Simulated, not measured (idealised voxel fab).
Process module in this document: voxel capacitor over wiring
This is section cut - it's 235 nm across, gridded in 5 nm square cells.
Bands, listed from the top down, are how a cross-section gets written in this document; the cross-section itself is a grid of square cells, and a band is one or more rows of them. Band: top and bottom heights (nm) first, top before bottom; then materials from left to right, widths in nm. "everywhere" marks a sole material filling the band edge to edge. "empty" denotes empty space. Ref level 0: as-received wafer is one material below here. Bottom band extends down with no lower bound ("0 nm and below"). Width spec "30 to 40" -> top row of cells at first value, bottom row at second value, equal per-row change in between. Where a step carries "nothing got changed", the cross-section came out of it unchanged, cell for cell. Closed voids list: empty space of 8 cells or more with no open way to the top, each as width x height at its distance from the left edge, in nm. Note: text after step settings on the step line = simulator remark on that step. The line of a step may include "overlay nm". On a step with a mask, this value is how far to the right of its planned place the mask lay. A negative value means the mask lay to the left.
## These are the steps we planned for the process
1,RECEIVE | material Si
2,CONFORMAL_DEP | material SiO2 | thk nm 10
3,DIRECTIONAL_DEP | material TiN | thk nm 5
4,DIRECTIONAL_DEP | material Ru | thk nm 25
5,MASKED_ETCH | tone cover | mask id METAL_1 | width nm 30 | pitch nm 95 | etch materials Ru | depth nm 25 | overlay nm 0
6,MASKED_ETCH | tone cover | mask id METAL_1 | width nm 30 | pitch nm 95 | etch materials TiN | depth nm 5 | overlay nm 0
7,CONFORMAL_DEP | material SiCN | thk nm 5
8,FILL_DEP | material SiO2 | thk nm 5
9,CMP | height nm 40
10,CONFORMAL_DEP | material SiCN | thk nm 5
11,DIRECTIONAL_DEP | material SiO2 | thk nm 20
12,PATTERN | tone open | mask id PLUG_1 | material resist | width nm 15 | thk nm 20 | overlay nm 0
13,DIRECTIONAL_ETCH | etch materials SiO2 | depth nm 20
14,DIRECTIONAL_ETCH | etch materials SiCN | depth nm 5
15,STRIP | etch materials resist
16,CONFORMAL_DEP | material TiN | thk nm 5
17,FILL_DEP | material W | thk nm 10
18,CMP | height nm 65
19,DIRECTIONAL_DEP | material TiN | thk nm 10
20,DIRECTIONAL_DEP | material Al2O3 | thk nm 5
21,DIRECTIONAL_DEP | material TiN | thk nm 10
22,MASKED_ETCH | tone cover | mask id UPPER_PLATE | width nm 70 | etch materials TiN | depth nm 10 | overlay nm 0
23,MASKED_ETCH | tone cover | mask id UPPER_PLATE | width nm 70 | etch materials Al2O3 | depth nm 5 | overlay nm 0
24,MASKED_ETCH | tone cover | mask id LOWER_PLATE | width nm 80 | etch materials TiN | depth nm 10 | overlay nm 0
25,FILL_DEP | material SiO2 | thk nm 20
26,CMP | height nm 105
27,DIRECTIONAL_DEP | material aC | thk nm 10
28,PATTERN | tone open | mask id PLUG_2 | material resist | width nm 15 | thk nm 30 | overlay nm 0
29,DIRECTIONAL_ETCH | etch materials aC | depth nm 10
30,STRIP | etch materials resist
31,DIRECTIONAL_ETCH | etch materials SiO2 | depth nm 15
32,STRIP | etch materials aC
33,CONFORMAL_DEP | material TiN | thk nm 5
34,FILL_DEP | material Ru | thk nm 5
35,CMP | height nm 105
36,CONFORMAL_DEP | material SiCN | thk nm 5
## What follows covers the first of two wafers; it ran as planned
## Cross-section of the wafer upon arrival, representing the state reached after step 1
> 0 nm and below  Si everywhere
> Closed voids list: none
## after step 2
> 10 nm to 0 nm  SiO2 everywhere
> All layers under 0 are left as they were.
## after step 3
> 15 nm to 10 nm  TiN everywhere
> All layers under 10 are left as they were.
## after step 4
> 40 nm to 15 nm  Ru everywhere
> All layers under 15 are left as they were.
## after step 5
> 40 nm to 15 nm  55 nm empty / 30 nm Ru / 65 nm empty / 30 nm Ru / 55 nm empty
> All layers under 15 are left as they were.
## after step 6
> 40 nm to 15 nm  55 nm empty / 30 nm Ru / 65 nm empty / 30 nm Ru / 55 nm empty
> 15 nm to 10 nm  55 nm empty / 30 nm TiN / 65 nm empty / 30 nm TiN / 55 nm empty
> All layers under 10 are left as they were.
## after step 7
> 45 nm to 40 nm  50 nm empty / 40 nm SiCN / 55 nm empty / 40 nm SiCN / 50 nm empty
> 40 nm to 15 nm  50 nm empty / 5 nm SiCN / 30 nm Ru / 5 nm SiCN / 55 nm empty / 5 nm SiCN / 30 nm Ru / 5 nm SiCN / 50 nm empty
> 15 nm to 10 nm  55 nm SiCN / 30 nm TiN / 65 nm SiCN / 30 nm TiN / 55 nm SiCN
> All layers under 10 are left as they were.
## after step 8
> 50 nm to 45 nm  SiO2 everywhere
> 45 nm to 40 nm  50 nm SiO2 / 40 nm SiCN / 55 nm SiO2 / 40 nm SiCN / 50 nm SiO2
> 40 nm to 15 nm  50 nm SiO2 / 5 nm SiCN / 30 nm Ru / 5 nm SiCN / 55 nm SiO2 / 5 nm SiCN / 30 nm Ru / 5 nm SiCN / 50 nm SiO2
> All layers under 15 are left as they were.
## after step 9
> 40 nm to 15 nm  50 nm SiO2 / 5 nm SiCN / 30 nm Ru / 5 nm SiCN / 55 nm SiO2 / 5 nm SiCN / 30 nm Ru / 5 nm SiCN / 50 nm SiO2
> All layers under 15 are left as they were.
## after step 10
> 45 nm to 40 nm  SiCN everywhere
> All layers under 40 are left as they were.
## after step 11
> 65 nm to 45 nm  SiO2 everywhere
> All layers under 45 are left as they were.
## after step 12
> 85 nm to 65 nm  70 nm resist / 15 nm empty / 150 nm resist
> All layers under 65 are left as they were.
## after step 13
> 85 nm to 65 nm  70 nm resist / 15 nm empty / 150 nm resist
> 65 nm to 45 nm  70 nm SiO2 / 15 nm empty / 150 nm SiO2
> All layers under 45 are left as they were.
## after step 14
> 85 nm to 65 nm  70 nm resist / 15 nm empty / 150 nm resist
> 65 nm to 45 nm  70 nm SiO2 / 15 nm empty / 150 nm SiO2
> 45 nm to 40 nm  70 nm SiCN / 15 nm empty / 150 nm SiCN
> All layers under 40 are left as they were.
## after step 15
> 65 nm to 45 nm  70 nm SiO2 / 15 nm empty / 150 nm SiO2
> All layers under 45 are left as they were.
## after step 16
> 70 nm to 65 nm  75 nm TiN / 5 nm empty / 155 nm TiN
> 65 nm to 45 nm  70 nm SiO2 / 5 nm TiN / 5 nm empty / 5 nm TiN / 150 nm SiO2
> 45 nm to 40 nm  70 nm SiCN / 15 nm TiN / 150 nm SiCN
> All layers under 40 are left as they were.
## after step 17
> 80 nm to 70 nm  W everywhere
> 70 nm to 65 nm  75 nm TiN / 5 nm W / 155 nm TiN
> 65 nm to 45 nm  70 nm SiO2 / 5 nm TiN / 5 nm W / 5 nm TiN / 150 nm SiO2
> All layers under 45 are left as they were.
## after step 18
> 65 nm to 45 nm  70 nm SiO2 / 5 nm TiN / 5 nm W / 5 nm TiN / 150 nm SiO2
> All layers under 45 are left as they were.
## after step 19
> 75 nm to 65 nm  TiN everywhere
> All layers under 65 are left as they were.
## after step 20
> 80 nm to 75 nm  Al2O3 everywhere
> All layers under 75 are left as they were.
## after step 21
> 90 nm to 80 nm  TiN everywhere
> All layers under 80 are left as they were.
## after step 22
> 90 nm to 80 nm  70 nm empty / 70 nm TiN / 95 nm empty
> All layers under 80 are left as they were.
## after step 23
> 90 nm to 80 nm  70 nm empty / 70 nm TiN / 95 nm empty
> 80 nm to 75 nm  70 nm empty / 70 nm Al2O3 / 95 nm empty
> All layers under 75 are left as they were.
## after step 24
> 90 nm to 80 nm  70 nm empty / 70 nm TiN / 95 nm empty
> 80 nm to 75 nm  70 nm empty / 70 nm Al2O3 / 95 nm empty
> 75 nm to 65 nm  65 nm empty / 80 nm TiN / 90 nm empty
> All layers under 65 are left as they were.
## after step 25
> 110 nm to 90 nm  SiO2 everywhere
> 90 nm to 80 nm  70 nm SiO2 / 70 nm TiN / 95 nm SiO2
> 80 nm to 75 nm  70 nm SiO2 / 70 nm Al2O3 / 95 nm SiO2
> 75 nm to 65 nm  65 nm SiO2 / 80 nm TiN / 90 nm SiO2
> All layers under 65 are left as they were.
## after step 26
> 105 nm to 90 nm  SiO2 everywhere
> All layers under 90 are left as they were.
## after step 27
> 115 nm to 105 nm  aC everywhere
> All layers under 105 are left as they were.
## after step 28
> 145 nm to 115 nm  80 nm resist / 15 nm empty / 140 nm resist
> All layers under 115 are left as they were.
## after step 29
> 135 nm to 115 nm  80 nm resist / 15 nm empty / 140 nm resist
> 115 nm to 105 nm  80 nm aC / 15 nm empty / 140 nm aC
> All layers under 105 are left as they were.
## after step 30
> 115 nm to 105 nm  80 nm aC / 15 nm empty / 140 nm aC
> All layers under 105 are left as they were.
## after step 31
> 115 nm to 105 nm  80 nm aC / 15 nm empty / 140 nm aC
> 105 nm to 90 nm  80 nm SiO2 / 15 nm empty / 140 nm SiO2
> All layers under 90 are left as they were.
## after step 32
> 105 nm to 90 nm  80 nm SiO2 / 15 nm empty / 140 nm SiO2
> All layers under 90 are left as they were.
## after step 33
> 110 nm to 105 nm  85 nm TiN / 5 nm empty / 145 nm TiN
> 105 nm to 95 nm  80 nm SiO2 / 5 nm TiN / 5 nm empty / 5 nm TiN / 140 nm SiO2
> 95 nm to 90 nm  80 nm SiO2 / 15 nm TiN / 140 nm SiO2
> All layers under 90 are left as they were.
## after step 34
> 115 nm to 110 nm  Ru everywhere
> 110 nm to 105 nm  85 nm TiN / 5 nm Ru / 145 nm TiN
> 105 nm to 95 nm  80 nm SiO2 / 5 nm TiN / 5 nm Ru / 5 nm TiN / 140 nm SiO2
> All layers under 95 are left as they were.
## after step 35
> 105 nm to 95 nm  80 nm SiO2 / 5 nm TiN / 5 nm Ru / 5 nm TiN / 140 nm SiO2
> All layers under 95 are left as they were.
## after step 36
> 110 nm to 105 nm  SiCN everywhere
> All layers under 105 are left as they were.
## The remaining wafer, second of the two, started like the first and was run to the same plan, except that one mistake was made along the way; the two coincide through step 18, inclusive
## The second wafer in cross-section, at the planned close of step 19
> 80 nm to 65 nm  TiN everywhere
> All layers under 65 are left as they were.
## The second wafer in cross-section, at the planned close of step 20
> 85 nm to 80 nm  Al2O3 everywhere
> All layers under 80 are left as they were.
## The second wafer in cross-section, at the planned close of step 21
> 95 nm to 85 nm  TiN everywhere
> All layers under 85 are left as they were.
## The second wafer in cross-section, at the planned close of step 22
> 95 nm to 85 nm  70 nm empty / 70 nm TiN / 95 nm empty
> All layers under 85 are left as they were.
## The second wafer in cross-section, at the planned close of step 23
> 95 nm to 85 nm  70 nm empty / 70 nm TiN / 95 nm empty
> 85 nm to 80 nm  70 nm empty / 70 nm Al2O3 / 95 nm empty
> All layers under 80 are left as they were.
## The second wafer in cross-section, at the planned close of step 24
> 95 nm to 85 nm  70 nm empty / 70 nm TiN / 95 nm empty
> 85 nm to 80 nm  70 nm empty / 70 nm Al2O3 / 95 nm empty
> 80 nm to 70 nm  65 nm empty / 80 nm TiN / 90 nm empty
> All layers under 70 are left as they were.
## The second wafer in cross-section, at the planned close of step 25
> 115 nm to 95 nm  SiO2 everywhere
> 95 nm to 85 nm  70 nm SiO2 / 70 nm TiN / 95 nm SiO2
> 85 nm to 80 nm  70 nm SiO2 / 70 nm Al2O3 / 95 nm SiO2
> 80 nm to 70 nm  65 nm SiO2 / 80 nm TiN / 90 nm SiO2
> All layers under 70 are left as they were.
## The second wafer in cross-section, at the planned close of step 26
> 105 nm to 95 nm  SiO2 everywhere
> All layers under 95 are left as they were.
## The second wafer in cross-section, at the planned close of step 27
> 115 nm to 105 nm  aC everywhere
> All layers under 105 are left as they were.
## The second wafer in cross-section, at the planned close of step 28
> 145 nm to 115 nm  80 nm resist / 15 nm empty / 140 nm resist
> All layers under 115 are left as they were.
## The second wafer in cross-section, at the planned close of step 29
> 135 nm to 115 nm  80 nm resist / 15 nm empty / 140 nm resist
> 115 nm to 105 nm  80 nm aC / 15 nm empty / 140 nm aC
> All layers under 105 are left as they were.
## The second wafer in cross-section, at the planned close of step 30
> 115 nm to 105 nm  80 nm aC / 15 nm empty / 140 nm aC
> All layers under 105 are left as they were.
## The second wafer in cross-section, at the planned close of step 31
> 115 nm to 105 nm  80 nm aC / 15 nm empty / 140 nm aC
> 105 nm to 95 nm  80 nm SiO2 / 15 nm empty / 140 nm SiO2
> All layers under 95 are left as they were.
## The second wafer in cross-section, at the planned close of step 32
> 105 nm to 95 nm  80 nm SiO2 / 15 nm empty / 140 nm SiO2
> All layers under 95 are left as they were.
## The second wafer in cross-section, at the planned close of step 33
> 110 nm to 105 nm  85 nm TiN / 5 nm empty / 145 nm TiN
> 105 nm to 100 nm  80 nm SiO2 / 5 nm TiN / 5 nm empty / 5 nm TiN / 140 nm SiO2
> 100 nm to 95 nm  80 nm SiO2 / 15 nm TiN / 140 nm SiO2
> All layers under 95 are left as they were.
## The second wafer in cross-section, at the planned close of step 34
> 115 nm to 110 nm  Ru everywhere
> 110 nm to 105 nm  85 nm TiN / 5 nm Ru / 145 nm TiN
> 105 nm to 100 nm  80 nm SiO2 / 5 nm TiN / 5 nm Ru / 5 nm TiN / 140 nm SiO2
> All layers under 100 are left as they were.
## The second wafer in cross-section, at the planned close of step 35
> 105 nm to 100 nm  80 nm SiO2 / 5 nm TiN / 5 nm Ru / 5 nm TiN / 140 nm SiO2
> All layers under 100 are left as they were.
## The second wafer in cross-section, at the planned close of step 36
> 110 nm to 105 nm  SiCN everywhere
> All layers under 105 are left as they were.
What went wrong in running the wafer? step 19: run off-plan, actual operation and settings DIRECTIONAL_DEP | material TiN | thk nm 15
at the end the second wafer has, in cells: Ru: 1 fewer, SiO2: 44 fewer, TiN: 45 more
